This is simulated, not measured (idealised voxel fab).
Presented below is a process module, voxel ribs on slabs.
cross-section cut | 190 nm wide | cells 5 nm
This document writes a cross-section as a grid whose cells are square, and gives it as bands, listed from the top down; one or more rows of cells form a band.
This entry defines a band. It first specifies the height of the band's top and the height of its bottom in nm, and then specifies the band's materials from left to right, stating each material with its width in nm. The word "everywhere" identifies a single material that fills the band from edge to edge, while the word "air" identifies empty space.
Measure heights from 0. That's the level where, below it, the as-received wafer is all one material. The lowest band is bottomless and extends downward; write it as in "0 and below".
When a width is written as two numbers, as in "30->40", the first number is the width in the top row of cells of the band and the second is the width in its bottom row, and the width changes by the same amount from each row to the next.
Reading "nothing got changed" for a step: not a cell of the cross-section changed in it.
"Cavities, sealed" contains a list of empty spaces, each no smaller than 8 cells and without an open way to the top, written in the form width x height at distance with the distance from the left edge and all three in nm.
That trailing text on a step's line, after the settings, is the simulator's own remark on the step.
overlay nm: where the mask lay relative to plan, measured to the right, on steps with a mask; negatives go left.

### The process steps that were planned are listed below
1 RECEIVE with material Si
2 DIRECTIONAL_DEP with material SiO2, thk nm 25
3 DIRECTIONAL_DEP with material polySi, thk nm 25
4 DIRECTIONAL_DEP with material aC, thk nm 15
5 PATTERN with tone cover, mask id RIB, material resist, width nm 30, thk nm 35, overlay nm 0
6 DIRECTIONAL_ETCH with etch materials aC, depth nm 15
7 STRIP with etch materials resist
8 DIRECTIONAL_ETCH with etch materials polySi, depth nm 10
9 STRIP with etch materials aC
10 MASKED_ETCH with tone cover, mask id SLAB, width nm 90, etch materials polySi, depth nm 15, overlay nm -15
11 FILL_DEP with material SiO2, thk nm 20
12 CMP with height nm 65
13 DIRECTIONAL_DEP with material W, thk nm 5
14 PATTERN with tone cover, mask id HEATER, material resist, width nm 40, thk nm 15, overlay nm 0
15 DIRECTIONAL_ETCH with etch materials W, depth nm 5
16 STRIP with etch materials resist
17 CONFORMAL_DEP with material SiO2, thk nm 5
Among the wafers covered here, the point of difference is the overlay nm at step 10; their starting state is shared, and the plan presents the value of the first wafer.

### Incoming state of the first of several wafers in cross-section: after step 1
- 0 and below | Si everywhere
- Cavities, sealed: none

### First of several wafers in cross-section at module end, following the final step, step 17
- 75 down to 70 | air (70) / SiO2 (50) / air (70)
- 70 down to 65 | SiO2 (75) / W (40) / SiO2 (75)
- 65 down to 50 | SiO2 everywhere
- 50 down to 40 | SiO2 (80) / polySi (30) / SiO2 (80)
- 40 down to 25 | SiO2 (35) / polySi (90) / SiO2 (65)
- 25 down to 0 | SiO2 everywhere
- 0 and below | Si everywhere
- Cavities, sealed: none

### Final wafer cross-section at module end
- 75 down to 70 | air (70) / SiO2 (50) / air (70)
- 70 down to 65 | SiO2 (75) / W (40) / SiO2 (75)
- 65 down to 50 | SiO2 everywhere
- 50 down to 40 | SiO2 (80) / polySi (30) / SiO2 (80)
- 40 down to 25 | SiO2 (65) / polySi (90) / SiO2 (35)
- 25 down to 0 | SiO2 everywhere
- 0 and below | Si everywhere
- Cavities, sealed: none

### Quick key for the table: a row per wafer, taken at the end of the module. For each material it tells you how many cells the wafer gained (+) or lost (-) since it came in, and the closed voids come after
overlay nm -15, +468 SiO2, +8 W, +66 polySi, Cavities, sealed: none
overlay nm -10, +468 SiO2, +8 W, +66 polySi, Cavities, sealed: none
overlay nm -5, +468 SiO2, +8 W, +66 polySi, Cavities, sealed: none
overlay nm 0, +468 SiO2, +8 W, +66 polySi, Cavities, sealed: none
overlay nm 5, +468 SiO2, +8 W, +66 polySi, Cavities, sealed: none
overlay nm 10, +468 SiO2, +8 W, +66 polySi, Cavities, sealed: none
overlay nm 15, +468 SiO2, +8 W, +66 polySi, Cavities, sealed: none
